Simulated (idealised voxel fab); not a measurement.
You're looking at the process module voxel double patterning.
This is section cut - it's 190 nm across, gridded in 5 nm square cells.
In this document a cross-section is written as a grid of square cells. It is given as a series of bands, listed from the top down, and a band is one or more rows of cells.
First you get the band's top height and its bottom height, in nm, and then the materials it's made of, left to right, with each width in nm. If you see a single material with "everywhere", that one covers the band edge to edge. "empty" is empty space.
Beneath 0, the wafer as received is one material, and that level is where height counting begins. The lowest band goes on downward without a bottom; it is written like "z 0 and below".
Think of "30..40" as a width that walks from the first number to the second as you go down the band, top row to bottom row, taking equal-sized steps from row to row.
For the purposes of this document, the phrase "all unchanged" attached to a step denotes that no cell within the cross-section was modified by that step.
Enclosed voids (no open way to top), threshold 8 cells or more, entry "Enclosed cavities", notation width x height at distance, distance from left edge, nm.
Note: text after step settings on the step line = simulator remark on that step.
Steps that use a mask can have "overlay nm" on their line. It says how far the mask sat to the right of where it was meant to be. Negative means to the left.

Process steps - plan:
1 RECEIVE [material Si]
2 CONFORMAL_DEP [material SiO2] [thk nm 5]
3 DIRECTIONAL_DEP [material W] [thk nm 10]
4 DIRECTIONAL_DEP [material SiN] [thk nm 5]
5 DIRECTIONAL_DEP [material aC] [thk nm 15]
6 PATTERN [tone open] [mask id FIRST] [material resist] [width nm 15] [pitch nm 50] [thk nm 30] [overlay nm 0]
7 DIRECTIONAL_ETCH [etch materials aC] [depth nm 15]
8 STRIP [etch materials resist]
9 DIRECTIONAL_ETCH [etch materials SiN] [depth nm 5]
10 STRIP [etch materials aC]
11 PATTERN [tone open] [mask id SECOND] [material resist] [width nm 15] [pitch nm 50] [thk nm 20] [overlay nm -15]
12 DIRECTIONAL_ETCH [etch materials SiN] [depth nm 5]
13 STRIP [etch materials resist]
14 DIRECTIONAL_ETCH [etch materials W] [depth nm 10]
15 STRIP [etch materials SiN]
Be aware that, although all wafers share a common starting state, the overlay nm at step 11 differs among them, and the plan displays the first wafer's value.

Cross-section: the first of several wafers in its as-received state, i.e. following step 1:
* z 0 and below | Si everywhere
* Enclosed cavities: none

Below is a per-wafer table. In it, each row describes the wafer at the end of the module by giving, for each material, the number of cells gained (+) or lost (-) since the wafer was received, and after that the closed voids of the wafer:
overlay nm -15, +38 SiO2, +50 W, Enclosed cavities: none
overlay nm -10, +38 SiO2, +46 W, Enclosed cavities: none
overlay nm -5, +38 SiO2, +46 W, Enclosed cavities: none
overlay nm 0, +38 SiO2, +46 W, Enclosed cavities: none
overlay nm 5, +38 SiO2, +46 W, Enclosed cavities: none
overlay nm 10, +38 SiO2, +46 W, Enclosed cavities: none
overlay nm 15, +38 SiO2, +50 W, Enclosed cavities: none
